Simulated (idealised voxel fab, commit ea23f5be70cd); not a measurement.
process module | voxel self aligned contacts
cross-section cut | 175 nm wide | cells 5 nm
A cross-section is a grid of square cells, given in bands from the top down. A band is one or more rows of cells.
Each band's line starts with the height of the band's top and of its bottom, in nm. Then come its materials from left to right, each with its width in nm. One material with "throughout" fills the band from edge to edge. "air" is empty space.
Height 0 is the level under which the wafer as received is all one material. The lowest band goes on downwards, as in "0 down".
A width such as "30 to 40" changes by the same amount from each row of cells to the next, from the band's top row to its bottom row.
"no change" after a step means that no cell of the cross-section changed.
closed voids: empty space of 8 cells or more with no open way to the top, each as width x height at its distance from the left edge, in nm
after a step's settings: what the simulator itself notes on the step
overlay nm, on a step with a mask: how far to the right of its planned place the mask lay; to the left if negative
plan
1 op RECEIVE | material Si
2 op CONFORMAL_DEP | material SiO2 | thk nm 5
3 op DIRECTIONAL_DEP | material polySi | thk nm 20
4 op DIRECTIONAL_DEP | material SiN | thk nm 15
5 op MASKED_ETCH | tone cover | mask id GATE | width nm 25 | pitch nm 60 | etch materials SiN | depth nm 15 | overlay nm 0
6 op MASKED_ETCH | tone cover | mask id GATE | width nm 25 | pitch nm 60 | etch materials polySi | depth nm 20 | overlay nm 0
7 op CONFORMAL_DEP | material SiN | thk nm 5
8 op DIRECTIONAL_ETCH | etch materials SiN | depth nm 5
9 op FILL_DEP | material SiO2 | thk nm 10
10 op CMP | height nm 45
11 op PATTERN | tone open | mask id CONTACT | material resist | width nm 45 | pitch nm 60 | thk nm 20 | overlay nm 0
12 op DIRECTIONAL_ETCH | etch materials SiO2 | depth nm 45
13 op STRIP | etch materials resist
14 op CONFORMAL_DEP | material TiN | thk nm 5
15 op FILL_DEP | material Ru | thk nm 5
16 op CMP | height nm 45
17 op CONFORMAL_DEP | material SiCN | thk nm 5
as received, after step 1
  0 down: Si throughout
  closed voids: none
a wafer at the end: this start, this plan, one mistake
  50 to 45: SiCN throughout
  45 to 40: Ru throughout
  40 to 35: TiN 50 | Ru 15 | TiN 45 | Ru 15 | TiN 50
  35 to 25: SiO2 10 | SiN 35 | TiN 5 | Ru 15 | TiN 5 | SiN 35 | TiN 5 | Ru 15 | TiN 5 | SiN 35 | SiO2 10
  25 to 5: SiO2 10 | SiN 5 | polySi 25 | SiN 5 | TiN 5 | Ru 15 | TiN 5 | SiN 5 | polySi 25 | SiN 5 | TiN 5 | Ru 15 | TiN 5 | SiN 5 | polySi 25 | SiN 5 | SiO2 10
  5 to 0: SiO2 45 | TiN 25 | SiO2 35 | TiN 25 | SiO2 45
  0 down: Si throughout
  closed voids: none
what went wrong: step 10 ran as: op CMP | height nm 35
